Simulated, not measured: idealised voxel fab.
Process module under the name voxel released beams
Displayed cross-section: cut, width of 280 nm, square cells sized 5 nm.
The cross-sections in this document take the form of a grid made of square cells. They are written out as bands, in order from top to bottom. Each band consists of one or more rows of cells.
Per band: top height and bottom height in nm, followed by the left-to-right materials and their widths in nm; "full width" marks a single material spanning edge to edge, "blank" marks empty space.
Where do heights start? At 0: under that level the wafer as delivered is made of one material only. And the lowest band has no floor; it just carries on downward, as in "from 0 down".
You'd read "30 to 40" like this: the band's top row of cells is as wide as the first number, its bottom row is as wide as the second, and going down, every row changes width by the same amount as the row before did.
"remained the same" for a step: no cell of the cross-section changed in that step.
"Enclosed void list": sealed empty spaces, 8 cells or more, no open way to top, listed width x height at distance, with distance from the left edge and width, height and distance in nm.
Anything after a step's settings on that line? It's the simulator's own note about the step.
"overlay nm" denotes, for a step that has a mask, the displacement of the mask to the right of its planned place, with negative values corresponding to the left.

[Set out below are the planned steps of the process]
| 1 | RECEIVE: material Si |
| 2 | CONFORMAL_DEP: material Al2O3, thk nm 10 |
| 3 | DIRECTIONAL_DEP: material SiO2, thk nm 20 |
| 4 | PATTERN: tone open, mask id ANCHOR, material resist, width nm 25, thk nm 20, overlay nm 0 |
| 5 | DIRECTIONAL_ETCH: etch materials SiO2, depth nm 20 |
| 6 | STRIP: etch materials resist |
| 7 | CONFORMAL_DEP: material SiN, thk nm 10 |
| 8 | DIRECTIONAL_DEP: material aC, thk nm 10 |
| 9 | PATTERN: tone cover, mask id BEAM, material resist, width nm 60, thk nm 30, overlay nm 0 |
| 10 | DIRECTIONAL_ETCH: etch materials aC, depth nm 10 |
| 11 | STRIP: etch materials resist |
| 12 | DIRECTIONAL_ETCH: etch materials SiN, depth nm 10 |
| 13 | STRIP: etch materials aC |
| 14 | STRIP: etch materials SiO2 |
What sets these wafers apart? The width nm at step 9. They all start alike, and the plan carries the first wafer's value.

[So this is the first of several wafers, cross-sectioned as it came to us, meaning it's at the end of step 1]
  from 0 down = Si full width
  Enclosed void list: none

[Quick look at the cross-section of the first of several wafers after step 14, which wraps up the module]
  from 40 to 30 = blank 105  SiN 10  blank 5  SiN 45  blank 115
  from 30 to 20 = blank 105  SiN 10  blank 5  SiN 10  blank 150
  from 20 to 10 = blank 105  SiN 25  blank 150
  from 10 to 0 = Al2O3 full width
  from 0 down = Si full width
  Enclosed void list: none

[Cross-section of the final wafer among several, taken at the end of the module]
  from 40 to 30 = blank 95  SiN 20  blank 5  SiN 60  blank 100
  from 30 to 20 = blank 105  SiN 10  blank 5  SiN 10  blank 150
  from 20 to 10 = blank 105  SiN 25  blank 150
  from 10 to 0 = Al2O3 full width
  from 0 down = Si full width
  Enclosed void list: none

[Row per wafer, end-of-module: cell gain (+)/loss (-) by material since the wafer came in, then closed voids]
width nm 60 | +112 Al2O3 | +40 SiN | Enclosed void list: none
width nm 65 | +112 Al2O3 | +42 SiN | Enclosed void list: none
width nm 70 | +112 Al2O3 | +44 SiN | Enclosed void list: none
width nm 75 | +112 Al2O3 | +46 SiN | Enclosed void list: none
width nm 80 | +112 Al2O3 | +48 SiN | Enclosed void list: none
width nm 85 | +112 Al2O3 | +50 SiN | Enclosed void list: none
